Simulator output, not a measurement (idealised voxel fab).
You're looking at the process module voxel air gaps.
Xsec cut, 270 nm wide, square cell size 5 nm.
When this document writes out a cross-section, it uses a grid of square cells and lists it as bands, beginning at the top and moving down, with a band standing for one or more rows of cells. Quick guide to a band line: top height, bottom height (nm) up front; then every material left to right with its width in nm. Only one material and it's marked "all across"? Then it fills the band edge to edge. And "air" just means empty space. Counting heights begins at 0, where everything beneath is, in the wafer as received, one material. The lowest band has no bottom; it goes on downwards, as "top 0, no bottom" shows. Per-row width for "30..40": begins at first number (top row of band), ends at second number (bottom row), increment between rows held constant. Reading "nothing altered" for a step: not a cell of the cross-section changed in it. Enclosed voids (no open way to top), threshold 8 cells or more, entry "Enclosed void inventory", notation width x height at distance, distance from left edge, nm. Past the settings on a step's line: simulator remark, on that step. When a step includes a mask, the "overlay nm" setting on its line states how far to the right of its planned place that mask lay, and negative values state how far to the left.

THESE ARE THE STEPS WE PLANNED FOR THE PROCESS
1,RECEIVE with material Si
2,CONFORMAL_DEP with material SiO2, thk nm 15
3,CONFORMAL_DEP with material SiCN, thk nm 5
4,DIRECTIONAL_DEP with material lowk, thk nm 30
5,PATTERN with tone open, mask id LINES, material resist, width nm 25, pitch nm 50, thk nm 15, overlay nm 0
6,DIRECTIONAL_ETCH with etch materials lowk, depth nm 30
7,STRIP with etch materials resist
8,CONFORMAL_DEP with material TiN, thk nm 5
9,FILL_DEP with material W, thk nm 5
10,CMP with height nm 50
11,EPI with material Ru, thk nm 10
12,SELECTIVE_ETCH with etch materials lowk, depth nm 40
13,CONFORMAL_DEP with material SiCN, thk nm 5

WAFER AT RECEIPT (POST STEP 1), CROSS-SECTION
top 0, no bottom = Si all across
Enclosed void inventory: none

END STATE OF THE MODULE IN CROSS-SECTION, GIVEN THE ABOVE STARTING POINT AND PLAN AND ONE MISTAKE IN EXECUTION
top 75, bottom 70 = air=45; SiCN=175; air=50
top 70, bottom 50 = air=45; SiCN=5; Ru=165; SiCN=5; air=50
top 50, bottom 45 = air=45; SiCN=25; TiN=5; W=15; TiN=5; lowk=25; TiN=5; W=15; TiN=5; lowk=25; TiN=5; W=15; TiN=5; SiCN=25; air=50
top 45, bottom 25 = air=65; SiCN=5; TiN=5; W=15; TiN=5; lowk=25; TiN=5; W=15; TiN=5; lowk=25; TiN=5; W=15; TiN=5; SiCN=5; air=70
top 25, bottom 20 = SiCN=70; TiN=25; lowk=25; TiN=25; lowk=25; TiN=25; SiCN=75
top 20, bottom 15 = SiCN all across
top 15, bottom 0 = SiO2 all across
top 0, no bottom = Si all across
Enclosed void inventory: none
Short version of what went wrong: twice over, step 11 of the plan was run
